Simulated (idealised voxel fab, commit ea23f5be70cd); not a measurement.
process module | voxel capacitor over wiring
cross-section cut | 295 nm wide | cells 5 nm
A cross-section is a grid of square cells, given in bands from the top down. A band is one or more rows of cells.
Each band's line starts with the height of the band's top and of its bottom, in nm. Then come its materials from left to right, each with its width in nm. One material with "throughout" fills the band from edge to edge. "air" is empty space.
Height 0 is the level under which the wafer as received is all one material. The lowest band goes on downwards, as in "0 down".
A width such as "30 to 40" changes by the same amount from each row of cells to the next, from the band's top row to its bottom row.
"no change" after a step means that no cell of the cross-section changed.
closed voids: empty space of 8 cells or more with no open way to the top, each as width x height at its distance from the left edge, in nm
after a step's settings: what the simulator itself notes on the step
overlay nm, on a step with a mask: how far to the right of its planned place the mask lay; to the left if negative
Each pair below shows a cross-section before one step and the cross-section after it, down to the lowest band that changed. The line under each pair gives the step between them, with its settings. The pairs can come from different runs of this module on the same starting wafer, so a pair continues from the pair above only where its "before" says so.
before
  115 to 95: air 95 | resist 80 | air 120
  95 to 90: air 95 | resist 5 | aC 5 | resist 5 | aC 60 | resist 5 | air 120
  90 to 85: air 95 | resist 5 | aC 70 | resist 5 | air 120
  85 to 80: air 95 | aC 80 | air 120
  80 to 75: air 95 | aC 5 | TiN 5 | aC 5 | TiN 60 | aC 5 | air 120
  75 to 70: air 95 | aC 5 | SiN 5 | TiN 5 | SiN 60 | aC 5 | air 120
  70 to 65: Ru 105 | SiN 5 | Ru 185
  65 to 60: TiN 100 | Ru 15 | TiN 180
  60 to 55: SiO2 100 | TiN 15 | SiO2 180
  55 to 50: SiO2 100 | Ru 15 | SiO2 180
  50 to 45: SiCN 100 | Ru 15 | SiCN 180
  45 to 20: SiO2 85 | TiN 5 | Cu 20 | TiN 5 | SiO2 65 | TiN 5 | Cu 20 | TiN 5 | SiO2 85
  20 to 15: SiCN 85 | TiN 30 | SiCN 65 | TiN 30 | SiCN 85
  15 to 0: SiO2 throughout
  0 down: Si throughout
  closed voids: none
after
  95 to 90: air 100 | aC 5 | air 5 | aC 60 | air 125
  90 to 80: air 100 to 95 | aC 70 to 80 | air 125 to 120
  below 80: unchanged
  closed voids: none
the step between: op STRIP | etch materials resist
before: the cross-section after the pair above
after
  80 to 75: air 100 | TiN 5 | air 5 | TiN 60 | air 125
  75 to 70: air 100 | SiN 5 | TiN 5 | SiN 60 | air 125
  below 70: unchanged
  closed voids: none
the step between: op STRIP | etch materials aC
before: the cross-section after the pair above
after
  95 to 80: SiO2 throughout
  80 to 75: SiO2 100 | TiN 5 | SiO2 5 | TiN 60 | SiO2 125
  75 to 70: SiO2 100 | SiN 5 | TiN 5 | SiN 60 | SiO2 125
  below 70: unchanged
  closed voids: none
the step between: op FILL_DEP | material SiO2 | thk nm 15
before: the cross-section after the pair above
after
  85 to 80: SiO2 throughout
  below 80: unchanged
  closed voids: none
the step between: op CMP | height nm 85
before: the cross-section after the pair above
after
  95 to 85: aC throughout
  below 85: unchanged
  closed voids: none
the step between: op DIRECTIONAL_DEP | material aC | thk nm 10
before: the cross-section after the pair above
after
  120 to 95: resist 110 | air 15 | resist 170
  below 95: unchanged
  closed voids: none
the step between: op PATTERN | tone open | mask id PLUG_2 | material resist | width nm 15 | thk nm 25 | overlay nm 0
before: the cross-section after the pair above
after
  110 to 95: resist 110 | air 15 | resist 170
  95 to 85: aC 110 | air 15 | aC 170
  below 85: unchanged
  closed voids: none
the step between: op DIRECTIONAL_ETCH | etch materials aC | depth nm 10
before: the cross-section after the pair above
after
  95 to 85: aC 110 | air 15 | aC 170
  below 85: unchanged
  closed voids: none
the step between: op STRIP | etch materials resist
before: the cross-section after the pair above
after
  95 to 85: aC 110 | air 15 | aC 170
  85 to 80: SiO2 110 | air 15 | SiO2 170
  below 80: unchanged
  closed voids: none
the step between: op DIRECTIONAL_ETCH | etch materials SiO2 | depth nm 10
before: the cross-section after the pair above
after
  85 to 80: SiO2 110 | air 15 | SiO2 170
  below 80: unchanged
  closed voids: none
the step between: op STRIP | etch materials aC
before: the cross-section after the pair above
after
  90 to 85: TiN 115 | air 5 | TiN 175
  85 to 80: SiO2 110 | TiN 15 | SiO2 170
  below 80: unchanged
  closed voids: none
the step between: op CONFORMAL_DEP | material TiN | thk nm 5
before: the cross-section after the pair above
after
  95 to 90: Ru throughout
  90 to 85: TiN 115 | Ru 5 | TiN 175
  below 85: unchanged
  closed voids: none
the step between: op FILL_DEP | material Ru | thk nm 5
before: the cross-section after the pair above
after
  85 to 80: SiO2 110 | TiN 15 | SiO2 170
  below 80: unchanged
  closed voids: none
the step between: op CMP | height nm 85
before: the cross-section after the pair above
after
  90 to 85: SiCN throughout
  below 85: unchanged
  closed voids: none
the step between: op CONFORMAL_DEP | material SiCN | thk nm 5
before
  15 to 0: SiO2 throughout
  0 down: Si throughout
  closed voids: none
after
  30 to 15: SiCN throughout
  below 15: unchanged
  closed voids: none
the step between: op CONFORMAL_DEP | material SiCN | thk nm 15
before: the cross-section after the pair above
after
  55 to 30: SiO2 throughout
  below 30: unchanged
  closed voids: none
the step between: op DIRECTIONAL_DEP | material SiO2 | thk nm 25
before: the cross-section after the pair above
after
  75 to 55: resist 85 | air 30 | resist 65 | air 30 | resist 85
  below 55: unchanged
  closed voids: none
the step between: op PATTERN | tone open | mask id METAL_1 | material resist | width nm 30 | pitch nm 95 | thk nm 20 | overlay nm 0
before: the cross-section after the pair above
after
  75 to 55: resist 85 | air 30 | resist 65 | air 30 | resist 85
  55 to 30: SiO2 85 | air 30 | SiO2 65 | air 30 | SiO2 85
  below 30: unchanged
  closed voids: none
the step between: op DIRECTIONAL_ETCH | etch materials SiO2 | depth nm 25
before: the cross-section after the pair above
after
  75 to 55: resist 85 | air 30 | resist 65 | air 30 | resist 85
  55 to 30: SiO2 85 | air 30 | SiO2 65 | air 30 | SiO2 85
  30 to 25: SiCN 85 | air 30 | SiCN 65 | air 30 | SiCN 85
  below 25: unchanged
  closed voids: none
the step between: op DIRECTIONAL_ETCH | etch materials SiCN | depth nm 5
before: the cross-section after the pair above
after
  55 to 30: SiO2 85 | air 30 | SiO2 65 | air 30 | SiO2 85
  below 30: unchanged
  closed voids: none
the step between: op STRIP | etch materials resist
before: the cross-section after the pair above
after
  60 to 55: TiN 90 | air 20 | TiN 75 | air 20 | TiN 90
  55 to 30: SiO2 85 | TiN 5 | air 20 | TiN 5 | SiO2 65 | TiN 5 | air 20 | TiN 5 | SiO2 85
  30 to 25: SiCN 85 | TiN 30 | SiCN 65 | TiN 30 | SiCN 85
  below 25: unchanged
  closed voids: none
the step between: op CONFORMAL_DEP | material TiN | thk nm 5
before: the cross-section after the pair above
after
  70 to 60: Cu throughout
  60 to 55: TiN 90 | Cu 20 | TiN 75 | Cu 20 | TiN 90
  55 to 30: SiO2 85 | TiN 5 | Cu 20 | TiN 5 | SiO2 65 | TiN 5 | Cu 20 | TiN 5 | SiO2 85
  below 30: unchanged
  closed voids: none
the step between: op FILL_DEP | material Cu | thk nm 10
before: the cross-section after the pair above
after
  45 to 30: SiO2 85 | TiN 5 | Cu 20 | TiN 5 | SiO2 65 | TiN 5 | Cu 20 | TiN 5 | SiO2 85
  below 30: unchanged
  closed voids: none
the step between: op CMP | height nm 45
before: the cross-section after the pair above
after
  50 to 45: SiCN throughout
  below 45: unchanged
  closed voids: none
the step between: op CONFORMAL_DEP | material SiCN | thk nm 5
before: the cross-section after the pair above
after
  60 to 50: SiO2 throughout
  below 50: unchanged
  closed voids: none
the step between: op DIRECTIONAL_DEP | material SiO2 | thk nm 10
before: the cross-section after the pair above
after
  60 to 50: SiO2 100 | air 15 | SiO2 180
  below 50: unchanged
  closed voids: none
the step between: op MASKED_ETCH | tone open | mask id PLUG_1 | width nm 15 | etch materials SiO2 | depth nm 10 | overlay nm 0
before: the cross-section after the pair above
after
  60 to 50: SiO2 100 | air 15 | SiO2 180
  50 to 45: SiCN 100 | air 15 | SiCN 180
  below 45: unchanged
  closed voids: none
the step between: op MASKED_ETCH | tone open | mask id PLUG_1 | width nm 15 | etch materials SiCN | depth nm 5 | overlay nm 0
before: the cross-section after the pair above
after
  60 to 55: SiO2 100 | air 15 | SiO2 180
  55 to 50: SiO2 100 | Ru 15 | SiO2 180
  50 to 45: SiCN 100 | Ru 15 | SiCN 180
  below 45: unchanged
  closed voids: none
the step between: op EPI | material Ru | thk nm 10
before: the cross-section after the pair above
after
  60 to 50: SiO2 100 | Ru 15 | SiO2 180
  below 50: unchanged
  closed voids: none
the step between: op EPI | material Ru | thk nm 5
before: the cross-section after the pair above
after
  65 to 60: TiN throughout
  below 60: unchanged
  closed voids: none
the step between: op DIRECTIONAL_DEP | material TiN | thk nm 5
before: the cross-section after the pair above
after
  70 to 65: SiN throughout
  below 65: unchanged
  closed voids: none
the step between: op DIRECTIONAL_DEP | material SiN | thk nm 5
before: the cross-section after the pair above
after
  75 to 70: TiN throughout
  below 70: unchanged
  closed voids: none
the step between: op DIRECTIONAL_DEP | material TiN | thk nm 5
before: the cross-section after the pair above
after
  75 to 70: air 100 | TiN 70 | air 125
  below 70: unchanged
  closed voids: none
the step between: op MASKED_ETCH | tone cover | mask id UPPER_PLATE | width nm 70 | etch materials TiN | depth nm 5 | overlay nm 0
before: the cross-section after the pair above
after
  75 to 70: air 100 | TiN 70 | air 125
  70 to 65: air 100 | SiN 70 | air 125
  below 65: unchanged
  closed voids: none
the step between: op MASKED_ETCH | tone cover | mask id UPPER_PLATE | width nm 70 | etch materials SiN | depth nm 5 | overlay nm 0
before: the cross-section after the pair above
after
  90 to 80: air 100 | aC 70 | air 125
  80 to 75: aC throughout
  75 to 70: aC 100 | TiN 70 | aC 125
  70 to 65: aC 100 | SiN 70 | aC 125
  below 65: unchanged
  closed voids: none
the step between: op DIRECTIONAL_DEP | material aC | thk nm 15
before: the cross-section after the pair above
after
  125 to 90: air 95 | resist 80 | air 120
  90 to 80: air 95 | resist 5 | aC 70 | resist 5 | air 120
  below 80: unchanged
  closed voids: none
the step between: op PATTERN | tone cover | mask id LOWER_PLATE | material resist | width nm 80 | thk nm 35 | overlay nm 0
before: the cross-section after the pair above
after
  110 to 90: air 95 | resist 80 | air 120
  90 to 80: air 95 | resist 5 | aC 70 | resist 5 | air 120
  80 to 75: air 95 | aC 80 | air 120
  75 to 70: air 95 | aC 5 | TiN 70 | aC 5 | air 120
  70 to 65: air 95 | aC 5 | SiN 70 | aC 5 | air 120
  below 65: unchanged
  closed voids: none
the step between: op DIRECTIONAL_ETCH | etch materials aC | depth nm 15
before: the cross-section after the pair above
after
  90 to 80: air 100 | aC 70 | air 125
  below 80: unchanged
  closed voids: none
the step between: op STRIP | etch materials resist
before: the cross-section after the pair above
after
  90 to 80: air 100 | aC 70 | air 125
  80 to 75: air 95 | aC 80 | air 120
  75 to 70: air 95 | aC 5 | TiN 70 | aC 5 | air 120
  70 to 65: air 95 | aC 5 | SiN 70 | aC 5 | air 120
  65 to 60: air 95 | TiN 80 | air 120
  below 60: unchanged
  closed voids: none
the step between: op DIRECTIONAL_ETCH | etch materials TiN | depth nm 5
before: the cross-section after the pair above
after
  75 to 70: air 100 | TiN 70 | air 125
  70 to 65: air 100 | SiN 70 | air 125
  below 65: unchanged
  closed voids: none
the step between: op STRIP | etch materials aC
before: the cross-section after the pair above
after
  90 to 75: SiO2 throughout
  75 to 70: SiO2 100 | TiN 70 | SiO2 125
  70 to 65: SiO2 100 | SiN 70 | SiO2 125
  65 to 60: SiO2 95 | TiN 80 | SiO2 120
  below 60: unchanged
  closed voids: none
the step between: op FILL_DEP | material SiO2 | thk nm 15
before: the cross-section after the pair above
after
  85 to 75: SiO2 throughout
  below 75: unchanged
  closed voids: none
the step between: op CMP | height nm 85
before: the cross-section after the pair above
after
  95 to 85: aC throughout
  below 85: unchanged
  closed voids: none
the step between: op DIRECTIONAL_DEP | material aC | thk nm 10
before: the cross-section after the pair above
after
  120 to 95: resist 110 | air 15 | resist 170
  below 95: unchanged
  closed voids: none
the step between: op PATTERN | tone open | mask id PLUG_2 | material resist | width nm 15 | thk nm 25 | overlay nm 0
before: the cross-section after the pair above
after
  110 to 95: resist 110 | air 15 | resist 170
  95 to 85: aC 110 | air 15 | aC 170
  below 85: unchanged
  closed voids: none
the step between: op DIRECTIONAL_ETCH | etch materials aC | depth nm 10
before: the cross-section after the pair above
after
  95 to 85: aC 110 | air 15 | aC 170
  below 85: unchanged
  closed voids: none
the step between: op STRIP | etch materials resist
before: the cross-section after the pair above
after
  95 to 85: aC 110 | air 15 | aC 170
  85 to 75: SiO2 110 | air 15 | SiO2 170
  below 75: unchanged
  closed voids: none
the step between: op DIRECTIONAL_ETCH | etch materials SiO2 | depth nm 10
before: the cross-section after the pair above
after
  85 to 75: SiO2 110 | air 15 | SiO2 170
  below 75: unchanged
  closed voids: none
the step between: op STRIP | etch materials aC
before: the cross-section after the pair above
after
  90 to 85: TiN 115 | air 5 | TiN 175
  85 to 80: SiO2 110 | TiN 5 | air 5 | TiN 5 | SiO2 170
  80 to 70: SiO2 110 to 100 | TiN 15 to 70 | SiO2 170 to 125
  below 70: unchanged
  closed voids: none
the step between: op CONFORMAL_DEP | material TiN | thk nm 5
before: the cross-section after the pair above
after
  95 to 90: Ru throughout
  90 to 85: TiN 115 | Ru 5 | TiN 175
  85 to 80: SiO2 110 | TiN 5 | Ru 5 | TiN 5 | SiO2 170
  below 80: unchanged
  closed voids: none
the step between: op FILL_DEP | material Ru | thk nm 5
before: the cross-section after the pair above
after
  85 to 80: SiO2 110 | TiN 5 | Ru 5 | TiN 5 | SiO2 170
  below 80: unchanged
  closed voids: none
the step between: op CMP | height nm 85
before: the cross-section after the pair above
after
  90 to 85: SiCN throughout
  below 85: unchanged
  closed voids: none
the step between: op CONFORMAL_DEP | material SiCN | thk nm 5
before
  90 to 80: air 100 | aC 70 | air 125
  80 to 75: aC throughout
  75 to 70: aC 100 | TiN 70 | aC 125
  70 to 65: aC 100 | SiN 70 | aC 125
  65 to 60: TiN throughout
  60 to 50: SiO2 100 | Ru 15 | SiO2 180
  50 to 45: SiCN 100 | Ru 15 | SiCN 180
  45 to 20: SiO2 85 | TiN 5 | Cu 20 | TiN 5 | SiO2 65 | TiN 5 | Cu 20 | TiN 5 | SiO2 85
  20 to 15: SiCN 85 | TiN 30 | SiCN 65 | TiN 30 | SiCN 85
  15 to 0: SiO2 throughout
  0 down: Si throughout
  closed voids: none
after
  125 to 90: air 90 | resist 90 | air 115
  90 to 80: air 90 | resist 10 | aC 70 | resist 10 | air 115
  below 80: unchanged
  closed voids: none
the step between: op PATTERN | tone cover | mask id LOWER_PLATE | material resist | width nm 90 | thk nm 35 | overlay nm 0
before: the cross-section after the pair above
after
  110 to 90: air 90 | resist 90 | air 115
  90 to 80: air 90 | resist 10 | aC 70 | resist 10 | air 115
  80 to 75: air 90 | aC 90 | air 115
  75 to 70: air 90 | aC 10 | TiN 70 | aC 10 | air 115
  70 to 65: air 90 | aC 10 | SiN 70 | aC 10 | air 115
  below 65: unchanged
  closed voids: none
the step between: op DIRECTIONAL_ETCH | etch materials aC | depth nm 15
before: the cross-section after the pair above
after
  90 to 80: air 100 | aC 70 | air 125
  below 80: unchanged
  closed voids: none
the step between: op STRIP | etch materials resist
before: the cross-section after the pair above
after
  90 to 80: air 100 | aC 70 | air 125
  80 to 75: air 90 | aC 90 | air 115
  75 to 70: air 90 | aC 10 | TiN 70 | aC 10 | air 115
  70 to 65: air 90 | aC 10 | SiN 70 | aC 10 | air 115
  65 to 60: air 90 | TiN 90 | air 115
  below 60: unchanged
  closed voids: none
the step between: op DIRECTIONAL_ETCH | etch materials TiN | depth nm 5
before: the cross-section after the pair above
after
  75 to 70: air 100 | TiN 70 | air 125
  70 to 65: air 100 | SiN 70 | air 125
  below 65: unchanged
  closed voids: none
the step between: op STRIP | etch materials aC
before: the cross-section after the pair above
after
  90 to 75: SiO2 throughout
  75 to 70: SiO2 100 | TiN 70 | SiO2 125
  70 to 65: SiO2 100 | SiN 70 | SiO2 125
  65 to 60: SiO2 90 | TiN 90 | SiO2 115
  below 60: unchanged
  closed voids: none
the step between: op FILL_DEP | material SiO2 | thk nm 15
before: the cross-section after the pair above
after
  85 to 75: SiO2 throughout
  below 75: unchanged
  closed voids: none
the step between: op CMP | height nm 85
before: the cross-section after the pair above
after
  95 to 85: aC throughout
  below 85: unchanged
  closed voids: none
the step between: op DIRECTIONAL_DEP | material aC | thk nm 10
before: the cross-section after the pair above
after
  120 to 95: resist 110 | air 15 | resist 170
  below 95: unchanged
  closed voids: none
the step between: op PATTERN | tone open | mask id PLUG_2 | material resist | width nm 15 | thk nm 25 | overlay nm 0
before: the cross-section after the pair above
after
  110 to 95: resist 110 | air 15 | resist 170
  95 to 85: aC 110 | air 15 | aC 170
  below 85: unchanged
  closed voids: none
the step between: op DIRECTIONAL_ETCH | etch materials aC | depth nm 10
before: the cross-section after the pair above
after
  95 to 85: aC 110 | air 15 | aC 170
  below 85: unchanged
  closed voids: none
the step between: op STRIP | etch materials resist
before: the cross-section after the pair above
after
  95 to 85: aC 110 | air 15 | aC 170
  85 to 75: SiO2 110 | air 15 | SiO2 170
  below 75: unchanged
  closed voids: none
the step between: op DIRECTIONAL_ETCH | etch materials SiO2 | depth nm 10
before: the cross-section after the pair above
after
  85 to 75: SiO2 110 | air 15 | SiO2 170
  below 75: unchanged
  closed voids: none
the step between: op STRIP | etch materials aC
before: the cross-section after the pair above
after
  90 to 85: TiN 115 | air 5 | TiN 175
  85 to 80: SiO2 110 | TiN 5 | air 5 | TiN 5 | SiO2 170
  80 to 70: SiO2 110 to 100 | TiN 15 to 70 | SiO2 170 to 125
  below 70: unchanged
  closed voids: none
the step between: op CONFORMAL_DEP | material TiN | thk nm 5
before: the cross-section after the pair above
after
  95 to 90: Ru throughout
  90 to 85: TiN 115 | Ru 5 | TiN 175
  85 to 80: SiO2 110 | TiN 5 | Ru 5 | TiN 5 | SiO2 170
  below 80: unchanged
  closed voids: none
the step between: op FILL_DEP | material Ru | thk nm 5
before: the cross-section after the pair above
after
  85 to 80: SiO2 110 | TiN 5 | Ru 5 | TiN 5 | SiO2 170
  below 80: unchanged
  closed voids: none
the step between: op CMP | height nm 85
before: the cross-section after the pair above
after
  90 to 85: SiCN throughout
  below 85: unchanged
  closed voids: none
the step between: op CONFORMAL_DEP | material SiCN | thk nm 5
before
  75 to 70: air 100 | TiN 70 | air 125
  70 to 65: SiN throughout
  65 to 60: TiN throughout
  60 to 50: SiO2 100 | Ru 15 | SiO2 180
  50 to 45: SiCN 100 | Ru 15 | SiCN 180
  45 to 20: SiO2 85 | TiN 5 | Cu 20 | TiN 5 | SiO2 65 | TiN 5 | Cu 20 | TiN 5 | SiO2 85
  20 to 15: SiCN 85 | TiN 30 | SiCN 65 | TiN 30 | SiCN 85
  15 to 0: SiO2 throughout
  0 down: Si throughout
  closed voids: none
after
  75 to 70: air 100 | TiN 70 | air 125
  70 to 65: air 95 | SiN 75 | air 125
  below 65: unchanged
  closed voids: none
the step between: op MASKED_ETCH | tone cover | mask id UPPER_PLATE | width nm 70 | etch materials SiN | depth nm 5 | overlay nm -5
before: the cross-section after the pair above
after
  90 to 80: air 100 to 95 | aC 70 to 75 | air 125
  80 to 75: aC throughout
  75 to 70: aC 100 | TiN 70 | aC 125
  70 to 65: aC 95 | SiN 75 | aC 125
  below 65: unchanged
  closed voids: none
the step between: op DIRECTIONAL_DEP | material aC | thk nm 15
before: the cross-section after the pair above
after
  125 to 90: air 95 | resist 80 | air 120
  90 to 85: air 95 | resist 5 | aC 70 | resist 5 | air 120
  85 to 80: air 95 | aC 75 | resist 5 | air 120
  below 80: unchanged
  closed voids: none
the step between: op PATTERN | tone cover | mask id LOWER_PLATE | material resist | width nm 80 | thk nm 35 | overlay nm 0
before: the cross-section after the pair above
after
  110 to 90: air 95 | resist 80 | air 120
  90 to 85: air 95 | resist 5 | aC 70 | resist 5 | air 120
  85 to 80: air 95 | aC 75 | resist 5 | air 120
  80 to 75: air 95 | aC 80 | air 120
  75 to 70: air 95 | aC 5 | TiN 70 | aC 5 | air 120
  70 to 65: air 95 | SiN 75 | aC 5 | air 120
  below 65: unchanged
  closed voids: none
the step between: op DIRECTIONAL_ETCH | etch materials aC | depth nm 15
before: the cross-section after the pair above
after
  90 to 80: air 100 to 95 | aC 70 to 75 | air 125
  below 80: unchanged
  closed voids: none
the step between: op STRIP | etch materials resist
before: the cross-section after the pair above
after
  90 to 80: air 100 to 95 | aC 70 to 75 | air 125
  80 to 75: air 95 | aC 80 | air 120
  75 to 70: air 95 | aC 5 | TiN 70 | aC 5 | air 120
  70 to 65: air 95 | SiN 75 | aC 5 | air 120
  65 to 60: air 95 | TiN 80 | air 120
  below 60: unchanged
  closed voids: none
the step between: op DIRECTIONAL_ETCH | etch materials TiN | depth nm 5
before: the cross-section after the pair above
after
  75 to 70: air 100 | TiN 70 | air 125
  70 to 65: air 95 | SiN 75 | air 125
  below 65: unchanged
  closed voids: none
the step between: op STRIP | etch materials aC
before: the cross-section after the pair above
after
  90 to 75: SiO2 throughout
  75 to 70: SiO2 100 | TiN 70 | SiO2 125
  70 to 65: SiO2 95 | SiN 75 | SiO2 125
  65 to 60: SiO2 95 | TiN 80 | SiO2 120
  below 60: unchanged
  closed voids: none
the step between: op FILL_DEP | material SiO2 | thk nm 15
before: the cross-section after the pair above
after
  85 to 75: SiO2 throughout
  below 75: unchanged
  closed voids: none
the step between: op CMP | height nm 85
before: the cross-section after the pair above
after
  95 to 85: aC throughout
  below 85: unchanged
  closed voids: none
the step between: op DIRECTIONAL_DEP | material aC | thk nm 10
before: the cross-section after the pair above
after
  120 to 95: resist 110 | air 15 | resist 170
  below 95: unchanged
  closed voids: none
the step between: op PATTERN | tone open | mask id PLUG_2 | material resist | width nm 15 | thk nm 25 | overlay nm 0
before: the cross-section after the pair above
after
  110 to 95: resist 110 | air 15 | resist 170
  95 to 85: aC 110 | air 15 | aC 170
  below 85: unchanged
  closed voids: none
the step between: op DIRECTIONAL_ETCH | etch materials aC | depth nm 10
before: the cross-section after the pair above
after
  95 to 85: aC 110 | air 15 | aC 170
  below 85: unchanged
  closed voids: none
the step between: op STRIP | etch materials resist
before: the cross-section after the pair above
after
  95 to 85: aC 110 | air 15 | aC 170
  85 to 75: SiO2 110 | air 15 | SiO2 170
  below 75: unchanged
  closed voids: none
the step between: op DIRECTIONAL_ETCH | etch materials SiO2 | depth nm 10
before: the cross-section after the pair above
after
  85 to 75: SiO2 110 | air 15 | SiO2 170
  below 75: unchanged
  closed voids: none
the step between: op STRIP | etch materials aC
before: the cross-section after the pair above
after
  90 to 85: TiN 115 | air 5 | TiN 175
  85 to 80: SiO2 110 | TiN 5 | air 5 | TiN 5 | SiO2 170
  80 to 70: SiO2 110 to 100 | TiN 15 to 70 | SiO2 170 to 125
  below 70: unchanged
  closed voids: none
the step between: op CONFORMAL_DEP | material TiN | thk nm 5
before: the cross-section after the pair above
after
  95 to 90: Ru throughout
  90 to 85: TiN 115 | Ru 5 | TiN 175
  85 to 80: SiO2 110 | TiN 5 | Ru 5 | TiN 5 | SiO2 170
  below 80: unchanged
  closed voids: none
the step between: op FILL_DEP | material Ru | thk nm 5
before: the cross-section after the pair above
after
  85 to 80: SiO2 110 | TiN 5 | Ru 5 | TiN 5 | SiO2 170
  below 80: unchanged
  closed voids: none
the step between: op CMP | height nm 85
before: the cross-section after the pair above
after
  90 to 85: SiCN throughout
  below 85: unchanged
  closed voids: none
the step between: op CONFORMAL_DEP | material SiCN | thk nm 5
before
  75 to 70: air 100 | TiN 70 | air 125
  70 to 65: air 100 | SiN 70 | air 125
  65 to 60: TiN throughout
  60 to 50: SiO2 100 | Ru 15 | SiO2 180
  50 to 45: SiCN 100 | Ru 15 | SiCN 180
  45 to 20: SiO2 85 | TiN 5 | Cu 20 | TiN 5 | SiO2 65 | TiN 5 | Cu 20 | TiN 5 | SiO2 85
  20 to 15: SiCN 85 | TiN 30 | SiCN 65 | TiN 30 | SiCN 85
  15 to 0: SiO2 throughout
  0 down: Si throughout
  closed voids: none
after
  90 to 80: air 100 | Ru 70 | air 125
  80 to 75: Ru throughout
  75 to 70: Ru 100 | TiN 70 | Ru 125
  70 to 65: Ru 100 | SiN 70 | Ru 125
  below 65: unchanged
  closed voids: none
the step between: op DIRECTIONAL_DEP | material Ru | thk nm 15
before: the cross-section after the pair above
after
  125 to 90: air 95 | resist 80 | air 120
  90 to 80: air 95 | resist 5 | Ru 70 | resist 5 | air 120
  below 80: unchanged
  closed voids: none
the step between: op PATTERN | tone cover | mask id LOWER_PLATE | material resist | width nm 80 | thk nm 35 | overlay nm 0
before: the cross-section after the pair above
after
  110 to 90: air 95 | resist 80 | air 120
  below 90: unchanged
  closed voids: none
the step between: op DIRECTIONAL_ETCH | etch materials aC | depth nm 15
before: the cross-section after the pair above
after
  90 to 80: air 100 | Ru 70 | air 125
  below 80: unchanged
  closed voids: none
the step between: op STRIP | etch materials resist
before: the cross-section after the pair above
after
  105 to 90: SiO2 throughout
  90 to 80: SiO2 100 | Ru 70 | SiO2 125
  below 80: unchanged
  closed voids: none
the step between: op FILL_DEP | material SiO2 | thk nm 15
before: the cross-section after the pair above
after
  85 to 80: SiO2 100 | Ru 70 | SiO2 125
  below 80: unchanged
  closed voids: none
the step between: op CMP | height nm 85
before: the cross-section after the pair above
after
  95 to 85: aC throughout
  below 85: unchanged
  closed voids: none
the step between: op DIRECTIONAL_DEP | material aC | thk nm 10
before: the cross-section after the pair above
after
  120 to 95: resist 110 | air 15 | resist 170
  below 95: unchanged
  closed voids: none
the step between: op PATTERN | tone open | mask id PLUG_2 | material resist | width nm 15 | thk nm 25 | overlay nm 0
before: the cross-section after the pair above
after
  110 to 95: resist 110 | air 15 | resist 170
  95 to 85: aC 110 | air 15 | aC 170
  below 85: unchanged
  closed voids: none
the step between: op DIRECTIONAL_ETCH | etch materials aC | depth nm 10
before: the cross-section after the pair above
after
  95 to 85: aC 110 | air 15 | aC 170
  below 85: unchanged
  closed voids: none
the step between: op STRIP | etch materials resist
before: the cross-section after the pair above
after
  85 to 80: SiO2 100 | Ru 70 | SiO2 125
  below 80: unchanged
  closed voids: none
the step between: op STRIP | etch materials aC
before: the cross-section after the pair above
after
  90 to 85: TiN throughout
  below 85: unchanged
  closed voids: none
the step between: op CONFORMAL_DEP | material TiN | thk nm 5
before: the cross-section after the pair above
after
  95 to 90: Ru throughout
  below 90: unchanged
  closed voids: none
the step between: op FILL_DEP | material Ru | thk nm 5
before: the cross-section after the pair above
after
  85 to 80: SiO2 100 | Ru 70 | SiO2 125
  below 80: unchanged
  closed voids: none
the step between: op CMP | height nm 85
before: the cross-section after the pair above
after
  90 to 85: SiCN throughout
  below 85: unchanged
  closed voids: none
the step between: op CONFORMAL_DEP | material SiCN | thk nm 5
before
  90 to 80: air 100 | aC 70 | air 125
  80 to 75: aC throughout
  75 to 70: aC 100 | TiN 70 | aC 125
  70 to 65: aC 100 | SiN 70 | aC 125
  65 to 60: TiN throughout
  60 to 50: SiO2 100 | Ru 15 | SiO2 180
  50 to 45: SiCN 100 | Ru 15 | SiCN 180
  45 to 20: SiO2 85 | TiN 5 | Cu 20 | TiN 5 | SiO2 65 | TiN 5 | Cu 20 | TiN 5 | SiO2 85
  20 to 15: SiCN 85 | TiN 30 | SiCN 65 | TiN 30 | SiCN 85
  15 to 0: SiO2 throughout
  0 down: Si throughout
  closed voids: none
after
  125 to 90: resist 95 | air 80 | resist 120
  90 to 80: resist 95 | air 5 | aC 70 | air 5 | resist 120
  below 80: unchanged
  closed voids: none
the step between: op PATTERN | tone open | mask id LOWER_PLATE | material resist | width nm 80 | thk nm 35 | overlay nm 0
before: the cross-section after the pair above
after
  110 to 80: resist 95 | air 80 | resist 120
  80 to 75: aC 95 | air 80 | aC 120
  75 to 70: aC 95 | air 5 | TiN 70 | air 5 | aC 120
  70 to 65: aC 95 | air 5 | SiN 70 | air 5 | aC 120
  below 65: unchanged
  closed voids: none
the step between: op DIRECTIONAL_ETCH | etch materials aC | depth nm 15
before: the cross-section after the pair above
after
  80 to 75: aC 95 | air 80 | aC 120
  below 75: unchanged
  closed voids: none
the step between: op STRIP | etch materials resist
before: the cross-section after the pair above
after
  80 to 70: aC 95 | air 80 | aC 120
  70 to 65: aC 95 | air 5 | SiN 70 | air 5 | aC 120
  65 to 60: TiN 95 | air 5 | TiN 70 | air 5 | TiN 120
  below 60: unchanged
  closed voids: none
the step between: op DIRECTIONAL_ETCH | etch materials TiN | depth nm 5
before: the cross-section after the pair above
after
  70 to 65: air 100 | SiN 70 | air 125
  below 65: unchanged
  closed voids: none
the step between: op STRIP | etch materials aC
before: the cross-section after the pair above
after
  85 to 70: SiO2 throughout
  70 to 65: SiO2 100 | SiN 70 | SiO2 125
  65 to 60: TiN 95 | SiO2 5 | TiN 70 | SiO2 5 | TiN 120
  below 60: unchanged
  closed voids: none
the step between: op FILL_DEP | material SiO2 | thk nm 15
before: the cross-section after the pair above
after
  95 to 85: aC throughout
  below 85: unchanged
  closed voids: none
the step between: op DIRECTIONAL_DEP | material aC | thk nm 10
before: the cross-section after the pair above
after
  120 to 95: resist 110 | air 15 | resist 170
  below 95: unchanged
  closed voids: none
the step between: op PATTERN | tone open | mask id PLUG_2 | material resist | width nm 15 | thk nm 25 | overlay nm 0
before: the cross-section after the pair above
after
  110 to 95: resist 110 | air 15 | resist 170
  95 to 85: aC 110 | air 15 | aC 170
  below 85: unchanged
  closed voids: none
the step between: op DIRECTIONAL_ETCH | etch materials aC | depth nm 10
before: the cross-section after the pair above
after
  95 to 85: aC 110 | air 15 | aC 170
  below 85: unchanged
  closed voids: none
the step between: op STRIP | etch materials resist
before: the cross-section after the pair above
after
  95 to 85: aC 110 | air 15 | aC 170
  85 to 75: SiO2 110 | air 15 | SiO2 170
  below 75: unchanged
  closed voids: none
the step between: op DIRECTIONAL_ETCH | etch materials SiO2 | depth nm 10
before: the cross-section after the pair above
after
  85 to 75: SiO2 110 | air 15 | SiO2 170
  below 75: unchanged
  closed voids: none
the step between: op STRIP | etch materials aC
before: the cross-section after the pair above
after
  90 to 85: TiN 115 | air 5 | TiN 175
  85 to 80: SiO2 110 | TiN 5 | air 5 | TiN 5 | SiO2 170
  80 to 75: SiO2 110 | TiN 15 | SiO2 170
  below 75: unchanged
  closed voids: none
the step between: op CONFORMAL_DEP | material TiN | thk nm 5
